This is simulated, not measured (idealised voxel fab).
The following process module bears the name voxel plated lines.
Section cut is 240 nm wide and gridded with 5 nm square cells.
Think of the cross-section as a grid of square cells. We describe it in bands, top to bottom, and each band covers one or more rows of those cells.
Read a band's entry like this: the first values are the height of its top and the height of its bottom in nm, and what follows is the sequence of materials from left to right, each with its width in nm. Note that "air" is empty space, and that a single material marked "everywhere" reaches across the band from edge to edge.
Height reference: 0 = level under which incoming wafer is all one material. Lowest band: no bottom, runs on downward, e.g. "from 0 down".
The two numbers in a width such as "30->40" mark its ends across the band: the first belongs to the top row of cells, the second to the bottom row, and from each row to the next the width moves by the same amount.
"remains unaltered" for a step: no cell of the cross-section changed in that step.
Reported under the label "Closed internal voids" are the empty spaces having no open way to the top and comprising 8 cells or more; the notation for each is width x height at distance, in which the distance is measured from the left edge and all three values are in nm.
It should be noted that, on the line of a given step, the content following the step's settings is a remark produced by the simulator itself with respect to that step.
The "overlay nm" setting may appear on a step's line; for a step that uses a mask, it gives how far to the right of its planned position the mask lay, and a negative value indicates the left.

The following list gives the planned process steps:
- 1: RECEIVE, material Si
- 2: CONFORMAL_DEP, material SiN, thk nm 5
- 3: DIRECTIONAL_DEP, material TiN, thk nm 5
- 4: PATTERN, tone open, mask id LINES, material resist, width nm 15, pitch nm 35, thk nm 35, overlay nm 0
- 5: EPI, material Ru, thk nm 5
- 6: EPI, material Ru, thk nm 5
- 7: EPI, material Ru, thk nm 10
- 8: STRIP, etch materials resist
- 9: DIRECTIONAL_ETCH, etch materials TiN, depth nm 5
- 10: CONFORMAL_DEP, material SiCN, thk nm 5

Received-state cross-section, reflecting completion of step 1:
* from 0 down = Si everywhere
* Closed internal voids: none

Run as planned - first of the two wafers cross-sectioned at the end of the module:
* from 35 to 30 = 90 air / 25 SiCN / 10 air / 25 SiCN / 90 air
* from 30 to 10 = 90 air / 5 SiCN / 15 Ru / 5 SiCN / 10 air / 5 SiCN / 15 Ru / 5 SiCN / 90 air
* from 10 to 5 = 95 SiCN / 15 TiN / 20 SiCN / 15 TiN / 95 SiCN
* from 5 to 0 = SiN everywhere
* from 0 down = Si everywhere
* Closed internal voids: none

Presented here is a cross-section of the second of the two wafers as it stood at the end of the module. It was started in the same manner and assigned the same plan as the first wafer; however, one mistake was made in its execution:
* from 30 to 10 = 95 air / 15 Ru / 20 air / 15 Ru / 95 air
* from 10 to 5 = 95 air / 15 TiN / 20 air / 15 TiN / 95 air
* from 5 to 0 = SiN everywhere
* from 0 down = Si everywhere
* Closed internal voids: none
What was done differently from what was planned? step 10 of the plan was omitted and not executed
at the end the second wafer has, in cells: SiCN: 68 fewer
